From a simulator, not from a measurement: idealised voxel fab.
Documented hereafter: the process module known as voxel local oxidation.
We display cut, a cross-section 165 nm in width whose square cells are each 5 nm.
Think of the cross-section as a grid of square cells. We describe it in bands, top to bottom, and each band covers one or more rows of those cells. Quick guide to a band line: top height, bottom height (nm) up front; then every material left to right with its width in nm. Only one material and it's marked "throughout"? Then it fills the band edge to edge. And "empty" just means empty space. Measure heights from 0. That's the level where, below it, the as-received wafer is all one material. The lowest band is bottomless and extends downward; write it as in "0..down". So if you see something like "30 to 40" for the width, read it as the top row of the band sitting at the first number and the bottom row at the second, with every row in between moving by the same amount as the last. Key: "everything unchanged" - step with no changed cell in the cross-section. For the entry "Enclosed internal voids", the listed items are empty spaces with no open way to the top whose size is 8 cells or more; each item follows the pattern width x height at distance, where distance is from the left edge and all three are in nm. It should be noted that, on the line of a given step, the content following the step's settings is a remark produced by the simulator itself with respect to that step. overlay nm: on a step with a mask, how far right of its planned place the mask lay; negative means left.
### Process steps (planned)
1,RECEIVE [material Si]
2,OXIDIZE [depth nm 5]
3,CONFORMAL_DEP [material SiN] [thk nm 10]
4,MASKED_ETCH [tone cover] [mask id ACTIVE] [width nm 110] [etch materials SiN] [depth nm 10] [overlay nm 0]
5,SELECTIVE_ETCH [etch materials SiO2] [depth nm 5]
6,OXIDIZE [depth nm 15]
7,STRIP [etch materials SiN]
### As received (post step 1): cross-section
* 0..down = Si throughout
* Enclosed internal voids: none
### Cross-sectional view of the first of the two wafers upon completion of the module, processed in accordance with the plan
* 0..-5 = empty: 30, SiO2: 100, empty: 35
* -5..-20 = SiO2: 45, Si: 70, SiO2: 50
* -20..down = Si throughout
* Enclosed internal voids: none
### Cross-section, second wafer: same start as the first, same plan as the first, one mistake in running it; taken at the end of the module
* 0..-5 = empty: 20, SiO2: 100, empty: 45
* -5..-20 = SiO2: 35, Si: 70, SiO2: 60
* -20..down = Si throughout
* Enclosed internal voids: none
Plan not followed: step 4, actual vs plan mismatch, actual run MASKED_ETCH [tone cover] [mask id ACTIVE] [width nm 110] [etch materials SiN] [depth nm 10] [overlay nm -10]
The concluding comparison shows that, measured in cells, each material is equally abundant on both wafers, albeit at different positions.
